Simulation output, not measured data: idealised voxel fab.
The following is a process module called voxel ribs on slabs.
Xsec cut, 165 nm wide, square cell size 5 nm.
Bands, listed from the top down, are how a cross-section gets written in this document; the cross-section itself is a grid of square cells, and a band is one or more rows of them.
What a band's entry tells you: where the top is and where the bottom is, as heights in nm, and after that what lies inside, material by material from left to right, each with its width in nm. Empty space is written as the word "blank", and a single material marked with the word "throughout" occupies the band from edge to edge.
Heights are measured from 0, the level below which the as-received wafer is all one material; the lowest band has no bottom and continues downward, written as in "from 0 down".
You'd read "30 to 40" like this: the band's top row of cells is as wide as the first number, its bottom row is as wide as the second, and going down, every row changes width by the same amount as the row before did.
Key: "no alteration" - step with no changed cell in the cross-section.
Empty spaces without an open route to the top, at least 8 cells in extent, make up the entry "Trapped cavities"; each is given as width x height at distance, where the distance is measured from the left edge, and all are in nm.
On each step's line, the part that comes after the settings is the simulator's own comment on the step.
"overlay nm" on a masked step: distance the mask lay right of its planned place, negative for left.
### Planned process steps
1: RECEIVE,material Si
2: DIRECTIONAL_DEP,material SiO2,thk nm 20
3: DIRECTIONAL_DEP,material SiN,thk nm 20
4: PATTERN,tone cover,mask id RIB,material resist,width nm 30,thk nm 15,overlay nm 0
5: DIRECTIONAL_ETCH,etch materials SiN,depth nm 5
6: STRIP,etch materials resist
7: PATTERN,tone cover,mask id SLAB,material resist,width nm 70,thk nm 20,overlay nm 0
8: DIRECTIONAL_ETCH,etch materials SiN,depth nm 15
9: STRIP,etch materials resist
10: FILL_DEP,material SiO2,thk nm 25
11: CMP,height nm 60
12: DIRECTIONAL_DEP,material W,thk nm 5
13: PATTERN,tone cover,mask id HEATER,material resist,width nm 40,thk nm 15,overlay nm 0
14: DIRECTIONAL_ETCH,etch materials W,depth nm 5
15: STRIP,etch materials resist
16: CONFORMAL_DEP,material SiN,thk nm 5
### This is the cross-section of the wafer as we received it, i.e. after step 1
  from 0 down: Si throughout
  Trapped cavities: none
### Wafer cross-section at module end: first of two, run to plan
  from 70 to 65: blank=55  SiN=50  blank=60
  from 65 to 60: SiN=60  W=40  SiN=65
  from 60 to 40: SiO2 throughout
  from 40 to 35: SiO2=65  SiN=30  SiO2=70
  from 35 to 20: SiO2=45  SiN=70  SiO2=50
  from 20 to 0: SiO2 throughout
  from 0 down: Si throughout
  Trapped cavities: none
### Second wafer of the two, sectioned at the end of the module. It began like the first and followed the same plan, but one mistake was made while running it
  from 65 to 60: blank=60  W=40  blank=65
  from 60 to 40: SiO2 throughout
  from 40 to 35: SiO2=65  SiN=30  SiO2=70
  from 35 to 20: SiO2=45  SiN=70  SiO2=50
  from 20 to 0: SiO2 throughout
  from 0 down: Si throughout
  Trapped cavities: none
Which mistake was made when the wafer was run? step 16 of the plan was bypassed and not carried out
Count the cells at the end and the second wafer has more or fewer of some materials than the first: 35 fewer of SiN
